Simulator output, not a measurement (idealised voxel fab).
This is a process module. Its name is voxel capacitor over wiring.
FYI the section here is cut, 140 nm wide, cells are 5 nm squares.
Cross-section layout: square cells on a grid; listed as bands, top to bottom; a band spans one or more cell rows.
The entry gives the band's vertical extent as a top height and a bottom height in nm, then its horizontal make-up as materials from left to right, each with a width in nm. "empty" stands for empty space; a single material marked "everywhere" fills the band edge to edge.
Convention: height 0 is the level below which the wafer, as received, is all one material. The lowest band does not terminate at the bottom but continues downward, represented as "0 nm and below".
Graded width ("30->40"): value in top row of band = first number; value in bottom row = second number; row-to-row change constant.
Step note "no alteration" = no cross-section cell changed.
Entry "Enclosed cavity list". Content: empty spaces with no open connection to the top, size 8 cells or greater. Each: width x height at distance. Distance: from left edge. Unit: nm.
Anything after a step's settings on that line? It's the simulator's own note about the step.
A step line may carry the setting "overlay nm", which, for steps involving a mask, states the distance by which the mask lay to the right of its intended position; negative values denote displacement to the left.
### Below is the list of planned process steps
- 1: RECEIVE, material Si
- 2: CONFORMAL_DEP, material SiO2, thk nm 10
- 3: CONFORMAL_DEP, material SiN, thk nm 5
- 4: DIRECTIONAL_DEP, material lowk, thk nm 20
- 5: MASKED_ETCH, tone open, mask id METAL_1, width nm 20, pitch nm 85, etch materials lowk, depth nm 20, overlay nm 0
- 6: MASKED_ETCH, tone open, mask id METAL_1, width nm 20, pitch nm 85, etch materials SiN, depth nm 5, overlay nm 0
- 7: CONFORMAL_DEP, material TiN, thk nm 5
- 8: FILL_DEP, material Ru, thk nm 10
- 9: CMP, height nm 35
- 10: CONFORMAL_DEP, material SiCN, thk nm 5
- 11: DIRECTIONAL_DEP, material SiO2, thk nm 10
- 12: MASKED_ETCH, tone open, mask id PLUG_1, width nm 15, etch materials SiO2, depth nm 10, overlay nm -5
- 13: MASKED_ETCH, tone open, mask id PLUG_1, width nm 15, etch materials SiCN, depth nm 5, overlay nm 0
- 14: EPI, material Ru, thk nm 10
- 15: EPI, material Ru, thk nm 5
- 16: DIRECTIONAL_DEP, material TiN, thk nm 5
- 17: DIRECTIONAL_DEP, material SiN, thk nm 5
- 18: DIRECTIONAL_DEP, material TiN, thk nm 10
- 19: DIRECTIONAL_DEP, material aC, thk nm 10
- 20: PATTERN, tone cover, mask id UPPER_PLATE, material resist, width nm 70, thk nm 30, overlay nm 0
- 21: DIRECTIONAL_ETCH, etch materials aC, depth nm 10
- 22: STRIP, etch materials resist
- 23: DIRECTIONAL_ETCH, etch materials TiN, depth nm 10
- 24: DIRECTIONAL_ETCH, etch materials SiN, depth nm 5
- 25: STRIP, etch materials aC
- 26: DIRECTIONAL_DEP, material aC, thk nm 15
- 27: PATTERN, tone cover, mask id LOWER_PLATE, material resist, width nm 80, thk nm 35, overlay nm 0
- 28: DIRECTIONAL_ETCH, etch materials aC, depth nm 15
- 29: STRIP, etch materials resist
- 30: DIRECTIONAL_ETCH, etch materials TiN, depth nm 5
- 31: STRIP, etch materials aC
- 32: FILL_DEP, material SiO2, thk nm 15
- 33: CMP, height nm 80
- 34: PATTERN, tone open, mask id PLUG_2, material resist, width nm 15, thk nm 15, overlay nm 0
- 35: DIRECTIONAL_ETCH, etch materials SiO2, depth nm 10
- 36: STRIP, etch materials resist
- 37: CONFORMAL_DEP, material TiN, thk nm 5
- 38: FILL_DEP, material Cu, thk nm 10
- 39: CMP, height nm 80
- 40: CONFORMAL_DEP, material SiN, thk nm 5
The overlay nm used in step 12 is not the same on every wafer, whereas the starting condition is; the value printed in the plan is the first wafer's.
### The first of several wafers as received, shown in cross-section; this is its state after step 1
* 0 nm and below = Si everywhere
* Enclosed cavity list: none
### The following table contains a row per wafer, in which are reported, at the conclusion of the module, the cells of each material gained (+) or lost (-) since the wafer's receipt, with its closed voids given thereafter
overlay nm -5, +1 Cu, +24 Ru, +26 SiCN, +62 SiN, +210 SiO2, +73 TiN, +80 lowk, Enclosed cavity list: none
overlay nm 0, +1 Cu, +25 Ru, +25 SiCN, +62 SiN, +210 SiO2, +73 TiN, +80 lowk, Enclosed cavity list: none
overlay nm 5, +1 Cu, +24 Ru, +26 SiCN, +62 SiN, +210 SiO2, +73 TiN, +80 lowk, Enclosed cavity list: none
overlay nm 10, +1 Cu, +23 Ru, +27 SiCN, +62 SiN, +210 SiO2, +73 TiN, +80 lowk, Enclosed cavity list: none
overlay nm 15, +1 Cu, +16 Ru, +28 SiCN, +62 SiN, +216 SiO2, +73 TiN, +80 lowk, Enclosed cavity list: none
